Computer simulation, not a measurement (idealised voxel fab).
Process module in this document: voxel lift off
Pictured: cross-section cut, 250 nm wide, on a grid of 5 nm square cells.
Notation: cross-section as square-cell grid; stated in bands, top first, going down; one or more cell rows per band. Top, bottom (nm), then materials left to right with widths (nm); lone material tagged "throughout" fills the whole band edge to edge; "air" = empty space. Heights are measured from 0, the level below which the as-received wafer is all one material; the lowest band has no bottom and continues downward, written as in "0 and below". The expression "30 to 40" gives the width at the extremes of the band, the first number at its top row of cells and the second at its bottom row, with the width changing by equal amounts from each row to the next in between. Where a step carries "remained the same", the cross-section came out of it unchanged, cell for cell. Any empty space of 8 cells or more lacking an open way to the top shows up in "Unvented voids" as width x height at distance, distance from the left edge, in nm. Step line, after settings: the simulator's comment on this step. overlay nm: mask offset rightward from planned place, masked step; negative means leftward offset.

PROCESS STEPS FORESEEN IN THE PLAN
1,RECEIVE (material Si)
2,CONFORMAL_DEP (material SiO2; thk nm 15)
3,PATTERN (tone open; mask id LINES; material resist; width nm 15; pitch nm 30; thk nm 25; overlay nm 0)
4,DIRECTIONAL_DEP (material Ru; thk nm 15)
5,STRIP (etch materials resist)
6,CONFORMAL_DEP (material SiCN; thk nm 5)

AS RECEIVED, AFTER STEP 1
  0 and below = Si throughout
  Unvented voids: none

MODULE COMPLETE, CROSS-SECTION. STARTING POINT AND PLAN PER ABOVE. ONE MISTAKE MADE IN RUNNING THE MODULE
  30 down to 25 = air=80; SiCN=25; air=5; SiCN=25; air=5; SiCN=25; air=85
  25 down to 15 = air=80; SiCN=5; Ru=15; SiCN=5; air=5; SiCN=5; Ru=15; SiCN=5; air=5; SiCN=5; Ru=15; SiCN=5; air=85
  15 down to 10 = SiCN=85; Ru=15; SiCN=15; Ru=15; SiCN=15; Ru=15; SiCN=90
  10 down to 0 = SiO2 throughout
  0 and below = Si throughout
  Unvented voids: none
Deviation noted in wafer processing: it should be noted that step 2 was executed with settings other than those planned, the operation and settings actually applied being CONFORMAL_DEP (material SiO2; thk nm 10)
